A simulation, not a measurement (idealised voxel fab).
process module | voxel capacitor over wiring
cross-section cut | 170 nm wide | cells 5 nm
A cross-section is a grid of square cells, given in bands from the top down. A band is one or more rows of cells.
Each band's line starts with the height of the band's top and of its bottom, in nm. Then come its materials from left to right, each with its width in nm. One material with "throughout" fills the band from edge to edge. "air" is empty space.
Height 0 is the level under which the wafer as received is all one material. The lowest band goes on downwards, as in "0 down".
A width such as "30 to 40" changes by the same amount from each row of cells to the next, from the band's top row to its bottom row.
"no change" after a step means that no cell of the cross-section changed.
closed voids: empty space of 8 cells or more with no open way to the top, each as width x height at its distance from the left edge, in nm
after a step's settings: what the simulator itself notes on the step
overlay nm, on a step with a mask: how far to the right of its planned place the mask lay; to the left if negative
plan
1 op RECEIVE | material Si
2 op CONFORMAL_DEP | material SiO2 | thk nm 10
3 op CONFORMAL_DEP | material SiN | thk nm 5
4 op DIRECTIONAL_DEP | material SiO2 | thk nm 15
5 op PATTERN | tone open | mask id METAL_1 | material resist | width nm 30 | pitch nm 95 | thk nm 15 | overlay nm 0
6 op DIRECTIONAL_ETCH | etch materials SiO2 | depth nm 15
7 op DIRECTIONAL_ETCH | etch materials SiN | depth nm 5
8 op STRIP | etch materials resist
9 op CONFORMAL_DEP | material TiN | thk nm 5
10 op FILL_DEP | material Cu | thk nm 5
11 op CMP | height nm 30
12 op CONFORMAL_DEP | material SiCN | thk nm 5
13 op DIRECTIONAL_DEP | material SiO2 | thk nm 10
14 op DIRECTIONAL_DEP | material aC | thk nm 10
15 op PATTERN | tone open | mask id PLUG_1 | material resist | width nm 15 | thk nm 25 | overlay nm 0
16 op DIRECTIONAL_ETCH | etch materials aC | depth nm 10
17 op STRIP | etch materials resist
18 op DIRECTIONAL_ETCH | etch materials SiO2 | depth nm 10
19 op DIRECTIONAL_ETCH | etch materials SiCN | depth nm 5
20 op STRIP | etch materials aC
21 op CONFORMAL_DEP | material TiN | thk nm 5
22 op FILL_DEP | material Ru | thk nm 5
23 op CMP | height nm 45
24 op DIRECTIONAL_DEP | material TiN | thk nm 10
25 op DIRECTIONAL_DEP | material HfO2 | thk nm 5
26 op DIRECTIONAL_DEP | material TiN | thk nm 10
27 op MASKED_ETCH | tone cover | mask id UPPER_PLATE | width nm 70 | etch materials TiN | depth nm 10 | overlay nm 0
28 op MASKED_ETCH | tone cover | mask id UPPER_PLATE | width nm 70 | etch materials HfO2 | depth nm 5 | overlay nm 0
29 op DIRECTIONAL_DEP | material aC | thk nm 15
30 op PATTERN | tone cover | mask id LOWER_PLATE | material resist | width nm 80 | thk nm 30 | overlay nm 0
31 op DIRECTIONAL_ETCH | etch materials aC | depth nm 15
32 op STRIP | etch materials resist
33 op DIRECTIONAL_ETCH | etch materials TiN | depth nm 10
34 op STRIP | etch materials aC
35 op FILL_DEP | material SiO2 | thk nm 15
36 op CMP | height nm 80
37 op PATTERN | tone open | mask id PLUG_2 | material resist | width nm 15 | thk nm 15 | overlay nm 0
38 op DIRECTIONAL_ETCH | etch materials SiO2 | depth nm 10
39 op STRIP | etch materials resist
40 op CONFORMAL_DEP | material TiN | thk nm 5
41 op FILL_DEP | material Ru | thk nm 10
42 op CMP | height nm 80
43 op CONFORMAL_DEP | material SiCN | thk nm 5
as received, after step 1
  0 down: Si throughout
  closed voids: none
a wafer at the end: this start, this plan, one mistake
  85 to 80: SiCN throughout
  80 to 75: SiO2 45 | TiN 5 | Ru 5 | TiN 5 | SiO2 110
  75 to 70: SiO2 45 | TiN 15 | SiO2 110
  70 to 60: SiO2 35 | TiN 70 | SiO2 65
  60 to 55: SiO2 35 | HfO2 70 | SiO2 65
  55 to 45: SiO2 30 | TiN 85 | SiO2 55
  45 to 35: SiO2 35 | TiN 5 | Ru 5 | TiN 5 | SiO2 120
  35 to 30: SiCN 35 | TiN 15 | SiCN 120
  30 to 15: SiO2 20 | TiN 5 | Cu 20 | TiN 5 | SiO2 65 | TiN 5 | Cu 20 | TiN 5 | SiO2 25
  15 to 10: SiN 20 | TiN 30 | SiN 65 | TiN 30 | SiN 25
  10 to 0: SiO2 throughout
  0 down: Si throughout
  closed voids: none
what went wrong: step 30 ran as: op PATTERN | tone cover | mask id LOWER_PLATE | material resist | width nm 85 | thk nm 30 | overlay nm 0
